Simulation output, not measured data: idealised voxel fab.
The following process module bears the name voxel tone inversion.
Square cells of 5 nm make up the cross-section cut, whose width is 200 nm.
Cross-section, as written here: a square-cell grid given band by band from the top down, where a band holds one or more rows of cells.
For a band, the entry starts with two heights in nm, that of the top and then that of the bottom, and carries on with the band's materials in order from left to right, each alongside its width in nm; the word "full width" beside a single material means it fills the band edge to edge, and "air" means empty space.
Height datum 0, below which the as-received substrate wafer is one material. Lowest band open at the bottom, running downward: "0 and below".
Width: "30->40" (first number = top row, second number = bottom row, same change from row to row of cells).
What does "no change occurred" mean for a step? It means no cell of the cross-section changed in that step.
Heads up: "Closed void listing" only lists the empty pockets with no open path to the top that are 8 cells or more, and it writes them as width x height at distance, distance from the left edge, in nm.
On a step's line, text after the settings is the simulator commenting on that step.
overlay nm: mask offset rightward from planned place, masked step; negative means leftward offset.
**Steps in the process plan**
1: RECEIVE with material Si
2: CONFORMAL_DEP with material SiCN, thk nm 5
3: DIRECTIONAL_DEP with material polySi, thk nm 25
4: PATTERN with tone cover, mask id POSTS, material resist, width nm 25, pitch nm 45, thk nm 30, overlay nm 0
5: DIRECTIONAL_ETCH with etch materials polySi, depth nm 25
6: STRIP with etch materials resist
7: FILL_DEP with material lowk, thk nm 10
8: CMP with height nm 30
9: STRIP with etch materials polySi
10: CONFORMAL_DEP with material TiN, thk nm 5
11: FILL_DEP with material Cu, thk nm 10
12: CMP with height nm 30
13: CONFORMAL_DEP with material SiN, thk nm 5
**Wafer as received: cross-section following step 1**
0 and below | Si full width
Closed void listing: none
**One mistake in running the module, otherwise start and plan as above: cross-section at the end**
35 down to 30 | SiN full width
30 down to 25 | SiCN full width
25 down to 0 | polySi full width
0 and below | Si full width
Closed void listing: none
Here's what went sideways: note: step 2 <-> step 3, run order reversed vs plan
